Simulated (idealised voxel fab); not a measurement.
Process module under the name voxel transistor to metal
This is section cut - it's 245 nm across, gridded in 5 nm square cells.
Cross-sections here: square-cell grids, written as top-down lists of bands, a band being one or more rows of cells. This entry defines a band. It first specifies the height of the band's top and the height of its bottom in nm, and then specifies the band's materials from left to right, stating each material with its width in nm. The word "throughout" identifies a single material that fills the band from edge to edge, while the word "air" identifies empty space. Heights from 0 (as-received wafer is one material below). Bottom band endless downward, as "0 down". Quick explanation for "30 to 40": the width changes in equal steps down the rows of cells, from the first number in the band's top row to the second number in its bottom row. It should be understood that the words "no modification", when stated for a given step, signify that the cross-section underwent no change in any of its cells during that step. The list in "Catalogued sealed voids" covers empty spaces of 8 cells or more that cannot reach the top through any open way, and it gives each as width x height at distance; the distance is from the left edge, and width, height and distance are in nm. On a step's line, text after the settings is the simulator commenting on that step. If you see "overlay nm" on a step's line and that step has a mask, it's telling you how far right of where it was planned the mask ended up; a negative number means it went left instead.
Planned step list for the process:
1,RECEIVE: material Si
2,OXIDIZE: depth nm 5
3,CONFORMAL_DEP: material SiN, thk nm 10
4,MASKED_ETCH: tone cover, mask id ACTIVE, width nm 95, pitch nm 115, etch materials SiN, depth nm 10, overlay nm 0
5,MASKED_ETCH: tone cover, mask id ACTIVE, width nm 95, pitch nm 115, etch materials SiO2, depth nm 5, overlay nm 0
6,MASKED_ETCH: tone cover, mask id ACTIVE, width nm 95, pitch nm 115, etch materials Si, depth nm 35, overlay nm 0
7,OXIDIZE: depth nm 5
8,FILL_DEP: material SiO2, thk nm 10
9,CMP: height nm 10
10,SELECTIVE_ETCH: etch materials SiO2, depth nm 10
11,STRIP: etch materials SiN
12,SELECTIVE_ETCH: etch materials SiO2, depth nm 5
13,OXIDIZE: depth nm 5
14,DIRECTIONAL_DEP: material polySi, thk nm 30
15,DIRECTIONAL_DEP: material SiCN, thk nm 15
16,MASKED_ETCH: tone cover, mask id GATE, width nm 25, pitch nm 115, etch materials SiCN, depth nm 25, overlay nm 0
17,MASKED_ETCH: tone cover, mask id GATE, width nm 25, pitch nm 115, etch materials polySi, depth nm 40, overlay nm 0
18,CONFORMAL_DEP: material SiN, thk nm 10
19,DIRECTIONAL_ETCH: etch materials SiN, depth nm 10
20,DIRECTIONAL_ETCH: etch materials SiO2, depth nm 5
21,DIRECTIONAL_ETCH: etch materials Si, depth nm 10
22,EPI: material SiGe, thk nm 10
23,FILL_DEP: material SiO2, thk nm 5
24,CMP: height nm 25
25,STRIP: etch materials polySi
26,SELECTIVE_ETCH: etch materials SiO2, depth nm 5
27,CONFORMAL_DEP: material HfO2, thk nm 5
28,CONFORMAL_DEP: material TiN, thk nm 5
29,FILL_DEP: material W, thk nm 10
30,CMP: height nm 20
31,DIRECTIONAL_DEP: material SiO2, thk nm 15
32,DIRECTIONAL_DEP: material aC, thk nm 10
33,PATTERN: tone open, mask id CONTACT, material resist, width nm 15, thk nm 30, overlay nm 0
34,DIRECTIONAL_ETCH: etch materials aC, depth nm 10
35,STRIP: etch materials resist
36,DIRECTIONAL_ETCH: etch materials SiO2, depth nm 45
37,STRIP: etch materials aC
38,CONFORMAL_DEP: material TiN, thk nm 5
39,FILL_DEP: material W, thk nm 5
40,CMP: height nm 35
41,CONFORMAL_DEP: material SiCN, thk nm 5
42,DIRECTIONAL_DEP: material lowk, thk nm 25
43,DIRECTIONAL_DEP: material aC, thk nm 15
44,PATTERN: tone open, mask id METAL_1, material resist, width nm 15, thk nm 35, overlay nm 0
45,DIRECTIONAL_ETCH: etch materials aC, depth nm 15
46,STRIP: etch materials resist
47,DIRECTIONAL_ETCH: etch materials lowk, depth nm 25
48,DIRECTIONAL_ETCH: etch materials SiCN, depth nm 5
49,STRIP: etch materials aC
50,CONFORMAL_DEP: material TiN, thk nm 5
51,FILL_DEP: material Cu, thk nm 10
52,CMP: height nm 65
53,CONFORMAL_DEP: material SiCN, thk nm 5
54,DIRECTIONAL_DEP: material SiO2, thk nm 25
55,DIRECTIONAL_DEP: material aC, thk nm 10
56,PATTERN: tone open, mask id METAL_2, material resist, width nm 15, pitch nm 115, thk nm 25, overlay nm 0
57,DIRECTIONAL_ETCH: etch materials aC, depth nm 10
58,STRIP: etch materials resist
59,DIRECTIONAL_ETCH: etch materials SiO2, depth nm 15
60,STRIP: etch materials aC
61,DIRECTIONAL_DEP: material aC, thk nm 15
62,PATTERN: tone open, mask id METAL_2_HOLES, material resist, width nm 15, pitch nm 115, thk nm 35, overlay nm 0
63,DIRECTIONAL_ETCH: etch materials aC, depth nm 15
64,STRIP: etch materials resist
65,DIRECTIONAL_ETCH: etch materials SiO2, depth nm 10
66,DIRECTIONAL_ETCH: etch materials SiCN, depth nm 5
67,STRIP: etch materials aC
68,CONFORMAL_DEP: material TiN, thk nm 5
69,FILL_DEP: material Cu, thk nm 10
70,CMP: height nm 95
71,CONFORMAL_DEP: material SiN, thk nm 5
Wafer at receipt (post step 1), cross-section:
> 0 down = Si throughout
> Catalogued sealed voids: none
Cross-section at module end, one run error; start and plan unchanged from above:
> 100 to 95 = SiN throughout
> 95 to 70 = 20 nm SiO2, then 5 nm TiN, then 5 nm Cu, then 5 nm TiN, then 100 nm SiO2, then 5 nm TiN, then 5 nm Cu, then 5 nm TiN, then 95 nm SiO2
> 70 to 65 = 20 nm SiCN, then 15 nm TiN, then 100 nm SiCN, then 15 nm TiN, then 95 nm SiCN
> 65 to 40 = 20 nm lowk, then 5 nm TiN, then 5 nm Cu, then 5 nm TiN, then 55 nm lowk, then 5 nm TiN, then 5 nm Cu, then 5 nm TiN, then 30 nm lowk, then 5 nm TiN, then 5 nm Cu, then 5 nm TiN, then 55 nm lowk, then 5 nm TiN, then 5 nm Cu, then 5 nm TiN, then 25 nm lowk
> 40 to 35 = 20 nm SiCN, then 15 nm TiN, then 55 nm SiCN, then 15 nm TiN, then 30 nm SiCN, then 15 nm TiN, then 55 nm SiCN, then 15 nm TiN, then 25 nm SiCN
> 35 to 20 = 20 nm SiO2, then 5 nm TiN, then 5 nm W, then 5 nm TiN, then 55 nm SiO2, then 5 nm TiN, then 5 nm W, then 5 nm TiN, then 30 nm SiO2, then 5 nm TiN, then 5 nm W, then 5 nm TiN, then 55 nm SiO2, then 5 nm TiN, then 5 nm W, then 5 nm TiN, then 25 nm SiO2
> 20 to 5 = 20 nm SiO2, then 5 nm TiN, then 5 nm W, then 5 nm TiN, then 5 nm SiO2, then 10 nm SiN, then 5 nm TiN, then 15 nm W, then 5 nm TiN, then 10 nm SiN, then 5 nm SiO2, then 5 nm TiN, then 5 nm W, then 5 nm TiN, then 30 nm SiO2, then 5 nm TiN, then 5 nm W, then 5 nm TiN, then 5 nm SiO2, then 10 nm SiN, then 5 nm TiN, then 15 nm W, then 5 nm TiN, then 10 nm SiN, then 5 nm SiO2, then 5 nm TiN, then 5 nm W, then 5 nm TiN, then 25 nm SiO2
> 5 to 0 = 20 nm SiO2, then 15 nm TiN, then 5 nm SiO2, then 10 nm SiN, then 5 nm TiN, then 15 nm W, then 5 nm TiN, then 10 nm SiN, then 5 nm SiO2, then 15 nm TiN, then 30 nm SiO2, then 15 nm TiN, then 5 nm SiO2, then 10 nm SiN, then 5 nm TiN, then 15 nm W, then 5 nm TiN, then 10 nm SiN, then 5 nm SiO2, then 15 nm TiN, then 25 nm SiO2
> 0 to -5 = 20 nm SiO2, then 10 nm TiN, then 10 nm SiGe, then 10 nm SiN, then 5 nm TiN, then 15 nm W, then 5 nm TiN, then 10 nm SiN, then 10 nm SiGe, then 10 nm TiN, then 30 nm SiO2, then 10 nm TiN, then 10 nm SiGe, then 10 nm SiN, then 5 nm TiN, then 15 nm W, then 5 nm TiN, then 10 nm SiN, then 10 nm SiGe, then 10 nm TiN, then 25 nm SiO2
> -5 to -10 = 20 nm SiO2, then 10 nm TiN, then 10 nm SiGe, then 5 nm SiO2, then 35 nm TiN, then 5 nm SiO2, then 10 nm SiGe, then 10 nm TiN, then 30 nm SiO2, then 10 nm TiN, then 10 nm SiGe, then 5 nm SiO2, then 35 nm TiN, then 5 nm SiO2, then 10 nm SiGe, then 10 nm TiN, then 25 nm SiO2
> -10 to -20 = 20 nm SiO2, then 20 nm SiGe, then 45 nm Si, then 20 nm SiGe, then 30 nm SiO2, then 20 nm SiGe, then 45 nm Si, then 20 nm SiGe, then 25 nm SiO2
> -20 to -45 = 20 nm SiO2, then 85 nm Si, then 30 nm SiO2, then 85 nm Si, then 25 nm SiO2
> -45 down = Si throughout
> Catalogued sealed voids: none
It is concluded that the wafer was processed incorrectly with respect to the plan, in that yeah, step 27 of the plan got skipped, never ran
